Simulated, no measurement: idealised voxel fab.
Documented hereafter: the process module known as voxel wiring stack.
Section cut is 155 nm wide and gridded with 5 nm square cells.
Reading order for cross-sections: top band down to bottom band. Underlying form: a grid of square cells. Band size: one or more rows of cells.
In this notation a band is specified by the heights of its top and bottom, in that order and in nm, after which its materials appear from left to right, each paired with its width in nm. The word "throughout" attached to a single material means that material fills the band from edge to edge; the word "air" stands for empty space.
Height reference: 0 = level under which incoming wafer is all one material. Lowest band: no bottom, runs on downward, e.g. "0 -> down".
You'd read "30..40" like this: the band's top row of cells is as wide as the first number, its bottom row is as wide as the second, and going down, every row changes width by the same amount as the row before did.
"no modification" means the step left every cell of the cross-section as it was.
"Enclosed void entries" - sealed voids, min. 8 cells, no opening to top; format: width x height at distance (distance from left edge; nm throughout).
It should be noted that, on the line of a given step, the content following the step's settings is a remark produced by the simulator itself with respect to that step.
A step's line can hold "overlay nm"; with a mask on that step, the setting says how far right of the planned place the mask lay, while a negative setting says it lay to the left.
### The planned process steps are enumerated hereunder
1. RECEIVE | material Si
2. CONFORMAL_DEP | material SiO2 | thk nm 15
3. CONFORMAL_DEP | material SiN | thk nm 5
4. DIRECTIONAL_DEP | material SiO2 | thk nm 25
5. DIRECTIONAL_DEP | material aC | thk nm 10
6. PATTERN | tone open | mask id METAL_1 | material resist | width nm 25 | pitch nm 45 | thk nm 25 | overlay nm 0
7. DIRECTIONAL_ETCH | etch materials aC | depth nm 10
8. STRIP | etch materials resist
9. DIRECTIONAL_ETCH | etch materials SiO2 | depth nm 25
10. DIRECTIONAL_ETCH | etch materials SiN | depth nm 5
11. STRIP | etch materials aC
12. CONFORMAL_DEP | material TiN | thk nm 5
13. FILL_DEP | material Ru | thk nm 5
14. CMP | height nm 45
15. CONFORMAL_DEP | material SiCN | thk nm 5
16. DIRECTIONAL_DEP | material lowk | thk nm 25
17. DIRECTIONAL_DEP | material aC | thk nm 10
18. PATTERN | tone open | mask id METAL_2_HOLES | material resist | width nm 15 | pitch nm 45 | thk nm 30 | overlay nm 0
19. DIRECTIONAL_ETCH | etch materials aC | depth nm 10
20. STRIP | etch materials resist
21. DIRECTIONAL_ETCH | etch materials lowk | depth nm 25
22. STRIP | etch materials aC
23. MASKED_ETCH | tone open | mask id METAL_2 | width nm 25 | pitch nm 45 | etch materials lowk | depth nm 15 | overlay nm 0
24. MASKED_ETCH | tone open | mask id METAL_2 | width nm 25 | pitch nm 45 | etch materials SiCN | depth nm 5 | overlay nm 0
25. CONFORMAL_DEP | material TiN | thk nm 5
26. FILL_DEP | material Cu | thk nm 10
27. CMP | height nm 75
28. CONFORMAL_DEP | material SiCN | thk nm 5
29. DIRECTIONAL_DEP | material SiO2 | thk nm 35
30. PATTERN | tone open | mask id METAL_3_HOLES | material resist | width nm 15 | thk nm 20 | overlay nm 0
31. DIRECTIONAL_ETCH | etch materials SiO2 | depth nm 35
32. STRIP | etch materials resist
33. PATTERN | tone open | mask id METAL_3 | material resist | width nm 25 | pitch nm 45 | thk nm 15 | overlay nm 0
34. DIRECTIONAL_ETCH | etch materials SiO2 | depth nm 20
35. DIRECTIONAL_ETCH | etch materials SiCN | depth nm 5
36. STRIP | etch materials resist
37. CONFORMAL_DEP | material TiN | thk nm 5
38. FILL_DEP | material Cu | thk nm 5
39. CMP | height nm 115
40. CONFORMAL_DEP | material SiN | thk nm 5
### Here's what the wafer looked like in cross-section when it arrived - that's after step 1
    0 -> down | Si throughout
    Enclosed void entries: none
### Cross-section: first of two wafers, module finished, run according to plan
    120 -> 115 | SiN throughout
    115 -> 100 | SiO2 (40) | TiN (5) | Cu (15) | TiN (5) | SiO2 (20) | TiN (5) | Cu (15) | TiN (5) | SiO2 (45)
    100 -> 95 | SiO2 (40) | TiN (5) | Cu (5) | TiN (15) | SiO2 (20) | TiN (25) | SiO2 (45)
    95 -> 80 | SiO2 (40) | TiN (5) | Cu (5) | TiN (5) | SiO2 (100)
    80 -> 75 | SiCN (40) | TiN (15) | SiCN (100)
    75 -> 65 | lowk (40) | TiN (5) | Cu (15) | TiN (5) | lowk (20) | TiN (5) | Cu (15) | TiN (5) | lowk (45)
    65 -> 60 | lowk (40) | TiN (5) | Cu (5) | TiN (15) | lowk (20) | TiN (5) | Cu (5) | TiN (15) | lowk (45)
    60 -> 50 | lowk (40) | TiN (5) | Cu (5) | TiN (5) | lowk (30) | TiN (5) | Cu (5) | TiN (5) | lowk (55)
    50 -> 45 | SiCN (40) | TiN (15) | SiCN (30) | TiN (15) | SiCN (55)
    45 -> 20 | SiO2 (40) | TiN (5) | Ru (15) | TiN (5) | SiO2 (20) | TiN (5) | Ru (15) | TiN (5) | SiO2 (45)
    20 -> 15 | SiN (40) | TiN (25) | SiN (20) | TiN (25) | SiN (45)
    15 -> 0 | SiO2 throughout
    0 -> down | Si throughout
    Enclosed void entries: none
### This cross-section belongs to the second wafer of two at the end of the module; the start and the plan were shared with the first, and the run included one mistake
    120 -> 115 | SiN throughout
    115 -> 100 | SiO2 (40) | TiN (5) | Cu (15) | TiN (5) | SiO2 (20) | TiN (5) | Cu (15) | TiN (5) | SiO2 (45)
    100 -> 95 | SiO2 (40) | TiN (5) | Cu (5) | TiN (15) | SiO2 (20) | TiN (25) | SiO2 (45)
    95 -> 80 | SiO2 (40) | TiN (5) | Cu (5) | TiN (5) | SiO2 (100)
    80 -> 75 | SiCN (40) | TiN (15) | SiCN (100)
    75 -> 65 | lowk (40) | TiN (5) | Cu (15) | TiN (5) | lowk (20) | TiN (5) | Cu (15) | TiN (5) | lowk (45)
    65 -> 60 | lowk (40) | TiN (5) | Cu (5) | TiN (15) | lowk (20) | TiN (5) | Cu (5) | TiN (15) | lowk (45)
    60 -> 50 | lowk (40) | TiN (5) | Cu (5) | TiN (5) | lowk (30) | TiN (5) | Cu (5) | TiN (5) | lowk (55)
    50 -> 45 | SiCN (40) | TiN (15) | SiCN (30) | TiN (15) | SiCN (55)
    45 -> 40 | Ru throughout
    40 -> 35 | TiN (45) | Ru (15) | TiN (30) | Ru (15) | TiN (50)
    35 -> 10 | SiO2 (40) | TiN (5) | Ru (15) | TiN (5) | SiO2 (20) | TiN (5) | Ru (15) | TiN (5) | SiO2 (45)
    10 -> 5 | SiN (40) | TiN (25) | SiN (20) | TiN (25) | SiN (45)
    5 -> 0 | SiO2 throughout
    0 -> down | Si throughout
    Enclosed void entries: none
Diagnosis: step 2 did not use the planned setting and instead ran as CONFORMAL_DEP | material SiO2 | thk nm 5
The closing comparison, in cells, has the second wafer with more or fewer of some materials than the first: +37 Ru; -62 SiO2; +25 TiN
